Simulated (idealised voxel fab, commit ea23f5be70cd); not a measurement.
The name of this process module is voxel quadruple lines.
The cross-section shown here is cut; it is 180 nm wide and divided into square cells measuring 5 nm on a side.
If you're reading a cross-section in this doc, picture square cells in a grid; it comes to you as bands, top ones listed first down to the bottom, and a band can be one or more rows of cells. Quick guide to a band line: top height, bottom height (nm) up front; then every material left to right with its width in nm. Only one material and it's marked "everywhere"? Then it fills the band edge to edge. And "air" just means empty space. Heads up on the height convention: 0 is the point under which the incoming wafer is all one material, and the lowest band has no bottom, it just keeps going down, like "0 and below". A two-number width, for instance "30 to 40", indicates that the width is equal to the first number in the top row of the band and to the second number in the bottom row, and that it changes by a constant amount per row of cells. Step note "same as before" = no cross-section cell changed. Closed-off voids of 8+ cells (no open route to the top) go in "Sealed cavities", written width x height at distance from the left edge, in nm. Note: text after step settings on the step line = simulator remark on that step. Steps that use a mask can have "overlay nm" on their line. It says how far the mask sat to the right of where it was meant to be. Negative means to the left.

-- These are the steps we planned for the process
1) RECEIVE (material Si)
2) CONFORMAL_DEP (material Al2O3; thk nm 5)
3) DIRECTIONAL_DEP (material TiN; thk nm 10)
4) DIRECTIONAL_DEP (material polySi; thk nm 15)
5) DIRECTIONAL_DEP (material aC; thk nm 25)
6) PATTERN (tone cover; mask id MANDREL; material resist; width nm 25; thk nm 35; overlay nm 0)
7) DIRECTIONAL_ETCH (etch materials aC; depth nm 25)
8) STRIP (etch materials resist)
9) CONFORMAL_DEP (material SiO2; thk nm 15)
10) DIRECTIONAL_ETCH (etch materials SiO2; depth nm 15)
11) STRIP (etch materials aC)
12) DIRECTIONAL_ETCH (etch materials polySi; depth nm 15)
13) STRIP (etch materials SiO2)
14) CONFORMAL_DEP (material SiCN; thk nm 5)
15) DIRECTIONAL_ETCH (etch materials SiCN; depth nm 5)
16) STRIP (etch materials polySi)
17) DIRECTIONAL_ETCH (etch materials TiN; depth nm 10)
18) STRIP (etch materials SiCN)

-- First of two wafers, with the run carried out as planned

-- as received, after step 1
    0 and below  Si everywhere
    Sealed cavities: none

-- after step 2
    5 down to 0  Al2O3 everywhere
    below 0: unchanged

-- after step 3
    15 down to 5  TiN everywhere
    below 5: unchanged

-- after step 4
    30 down to 15  polySi everywhere
    below 15: unchanged

-- after step 5
    55 down to 30  aC everywhere
    below 30: unchanged

-- after step 6
    90 down to 55  75 of air, 25 of resist, 80 of air
    below 55: unchanged

-- after step 7
    65 down to 55  75 of air, 25 of resist, 80 of air
    55 down to 30  75 of air, 25 of aC, 80 of air
    below 30: unchanged

-- after step 8
    55 down to 30  75 of air, 25 of aC, 80 of air
    below 30: unchanged

-- after step 9
    70 down to 55  60 of air, 55 of SiO2, 65 of air
    55 down to 45  60 of air, 15 of SiO2, 25 of aC, 15 of SiO2, 65 of air
    45 down to 30  75 of SiO2, 25 of aC, 80 of SiO2
    below 30: unchanged

-- after step 10
    55 down to 30  60 of air, 15 of SiO2, 25 of aC, 15 of SiO2, 65 of air
    below 30: unchanged

-- after step 11
    55 down to 30  60 of air, 15 of SiO2, 25 of air, 15 of SiO2, 65 of air
    below 30: unchanged

-- after step 12
    55 down to 30  60 of air, 15 of SiO2, 25 of air, 15 of SiO2, 65 of air
    30 down to 15  60 of air, 15 of polySi, 25 of air, 15 of polySi, 65 of air
    below 15: unchanged

-- after step 13
    30 down to 15  60 of air, 15 of polySi, 25 of air, 15 of polySi, 65 of air
    below 15: unchanged

-- after step 14
    35 down to 30  55 of air, 25 of SiCN, 15 of air, 25 of SiCN, 60 of air
    30 down to 20  55 of air, 5 of SiCN, 15 of polySi, 5 of SiCN, 15 of air, 5 of SiCN, 15 of polySi, 5 of SiCN, 60 of air
    20 down to 15  60 of SiCN, 15 of polySi, 25 of SiCN, 15 of polySi, 65 of SiCN
    below 15: unchanged

-- after step 15
    30 down to 15  55 of air, 5 of SiCN, 15 of polySi, 5 of SiCN, 15 of air, 5 of SiCN, 15 of polySi, 5 of SiCN, 60 of air
    below 15: unchanged

-- after step 16
    30 down to 15  55 of air, 5 of SiCN, 15 of air, 5 of SiCN, 15 of air, 5 of SiCN, 15 of air, 5 of SiCN, 60 of air
    below 15: unchanged

-- after step 17
    30 down to 15  55 of air, 5 of SiCN, 15 of air, 5 of SiCN, 15 of air, 5 of SiCN, 15 of air, 5 of SiCN, 60 of air
    15 down to 5  55 of air, 5 of TiN, 15 of air, 5 of TiN, 15 of air, 5 of TiN, 15 of air, 5 of TiN, 60 of air
    below 5: unchanged

-- after step 18
    15 down to 5  55 of air, 5 of TiN, 15 of air, 5 of TiN, 15 of air, 5 of TiN, 15 of air, 5 of TiN, 60 of air
    below 5: unchanged

-- What follows concerns the second wafer, which started out like the first and was meant to follow the very same plan; one mistake crept in when it was run, but everything up to and including step 5 is the same as for the first wafer

-- Second wafer at the planned finish of step 6, seen in cross-section
    90 down to 55  70 of air, 35 of resist, 75 of air
    below 55: unchanged

-- Second wafer at the planned finish of step 7, seen in cross-section
    65 down to 55  70 of air, 35 of resist, 75 of air
    55 down to 30  70 of air, 35 of aC, 75 of air
    below 30: unchanged

-- Second wafer at the planned finish of step 8, seen in cross-section
    55 down to 30  70 of air, 35 of aC, 75 of air
    below 30: unchanged

-- Second wafer at the planned finish of step 9, seen in cross-section
    70 down to 55  55 of air, 65 of SiO2, 60 of air
    55 down to 45  55 of air, 15 of SiO2, 35 of aC, 15 of SiO2, 60 of air
    45 down to 30  70 of SiO2, 35 of aC, 75 of SiO2
    below 30: unchanged

-- Second wafer at the planned finish of step 10, seen in cross-section
    55 down to 30  55 of air, 15 of SiO2, 35 of aC, 15 of SiO2, 60 of air
    below 30: unchanged

-- Second wafer at the planned finish of step 11, seen in cross-section
    55 down to 30  55 of air, 15 of SiO2, 35 of air, 15 of SiO2, 60 of air
    below 30: unchanged

-- Second wafer at the planned finish of step 12, seen in cross-section
    55 down to 30  55 of air, 15 of SiO2, 35 of air, 15 of SiO2, 60 of air
    30 down to 15  55 of air, 15 of polySi, 35 of air, 15 of polySi, 60 of air
    below 15: unchanged

-- Second wafer at the planned finish of step 13, seen in cross-section
    30 down to 15  55 of air, 15 of polySi, 35 of air, 15 of polySi, 60 of air
    below 15: unchanged

-- Second wafer at the planned finish of step 14, seen in cross-section
    35 down to 30  50 of air, 25 of SiCN, 25 of air, 25 of SiCN, 55 of air
    30 down to 20  50 of air, 5 of SiCN, 15 of polySi, 5 of SiCN, 25 of air, 5 of SiCN, 15 of polySi, 5 of SiCN, 55 of air
    20 down to 15  55 of SiCN, 15 of polySi, 35 of SiCN, 15 of polySi, 60 of SiCN
    below 15: unchanged

-- Second wafer at the planned finish of step 15, seen in cross-section
    30 down to 15  50 of air, 5 of SiCN, 15 of polySi, 5 of SiCN, 25 of air, 5 of SiCN, 15 of polySi, 5 of SiCN, 55 of air
    below 15: unchanged

-- Second wafer at the planned finish of step 16, seen in cross-section
    30 down to 15  50 of air, 5 of SiCN, 15 of air, 5 of SiCN, 25 of air, 5 of SiCN, 15 of air, 5 of SiCN, 55 of air
    below 15: unchanged

-- Second wafer at the planned finish of step 17, seen in cross-section
    30 down to 15  50 of air, 5 of SiCN, 15 of air, 5 of SiCN, 25 of air, 5 of SiCN, 15 of air, 5 of SiCN, 55 of air
    15 down to 5  50 of air, 5 of TiN, 15 of air, 5 of TiN, 25 of air, 5 of TiN, 15 of air, 5 of TiN, 55 of air
    below 5: unchanged

-- Second wafer at the planned finish of step 18, seen in cross-section
    15 down to 5  50 of air, 5 of TiN, 15 of air, 5 of TiN, 25 of air, 5 of TiN, 15 of air, 5 of TiN, 55 of air
    below 5: unchanged
Heads up, the wafer didn't run the way we planned it: contrary to plan, step 6 was performed as PATTERN (tone cover; mask id MANDREL; material resist; width nm 35; thk nm 35; overlay nm 0)
By the end, you'd get the same cell count for each material on either wafer, but the second wafer puts them somewhere else.
